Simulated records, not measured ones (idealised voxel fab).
The process module that follows is named voxel ribs on slabs.
Square cell edge 5 nm, section width 240 nm, ID cut.
Cross-section format: a grid of square cells, given as bands from top to bottom; each band is one or more rows of cells. Each band's line starts with the height of the band's top and of its bottom, in nm. Then come its materials from left to right, each with its width in nm. One material with "everywhere" fills the band from edge to edge. "empty" is empty space. Height is counted from the level 0, under which the received wafer is composed throughout of one material. The lowest of the bands is not closed at the bottom but continues downward, in the notation "top 0, no bottom". The notation "30..40" denotes a width that varies across the rows of cells in the band, beginning at the first number in the top row, finishing at the second number in the bottom row, and changing by an identical amount from each row to the next. The cross-section has no changed cell in any step marked "remained unchanged". Empty spaces without an open route to the top, at least 8 cells in extent, make up the entry "Entrapped void list"; each is given as width x height at distance, where the distance is measured from the left edge, and all are in nm. Post-settings text on a step line: simulator's own remark regarding the step. The optional step-line setting "overlay nm" applies to steps with a mask and quantifies how far to the right of its planned location the mask lay, a negative value indicating leftward placement.

-- Below is the list of planned process steps
1 RECEIVE,material Si
2 DIRECTIONAL_DEP,material SiO2,thk nm 30
3 DIRECTIONAL_DEP,material SiN,thk nm 20
4 MASKED_ETCH,tone cover,mask id RIB,width nm 30,etch materials SiN,depth nm 10,overlay nm -15
5 PATTERN,tone cover,mask id SLAB,material resist,width nm 60,thk nm 20,overlay nm 0
6 DIRECTIONAL_ETCH,etch materials SiN,depth nm 10
7 STRIP,etch materials resist
8 FILL_DEP,material SiO2,thk nm 20
9 CMP,height nm 60
10 DIRECTIONAL_DEP,material TiN,thk nm 10
11 MASKED_ETCH,tone cover,mask id HEATER,width nm 40,etch materials TiN,depth nm 10,overlay nm 0
12 CONFORMAL_DEP,material SiO2,thk nm 5
Variable across wafers: step 4 overlay nm (plan value is that of the first wafer; starting state common to all).

-- The as-received cross-section of the first of several wafers corresponds to the state after step 1
	top 0, no bottom | Si everywhere
	Entrapped void list: none

-- The rows of the table below are wafers. Looking at the end of the module, a row counts, for every material, the cells the wafer has gained, shown as (+), or lost, shown as (-), since it was received; its closed voids come next
overlay nm -15, +36 SiN, +592 SiO2, +16 TiN, Entrapped void list: none
overlay nm -10, +36 SiN, +592 SiO2, +16 TiN, Entrapped void list: none
overlay nm -5, +36 SiN, +592 SiO2, +16 TiN, Entrapped void list: none
overlay nm 0, +36 SiN, +592 SiO2, +16 TiN, Entrapped void list: none
overlay nm 5, +36 SiN, +592 SiO2, +16 TiN, Entrapped void list: none
overlay nm 10, +36 SiN, +592 SiO2, +16 TiN, Entrapped void list: none
overlay nm 15, +36 SiN, +592 SiO2, +16 TiN, Entrapped void list: none
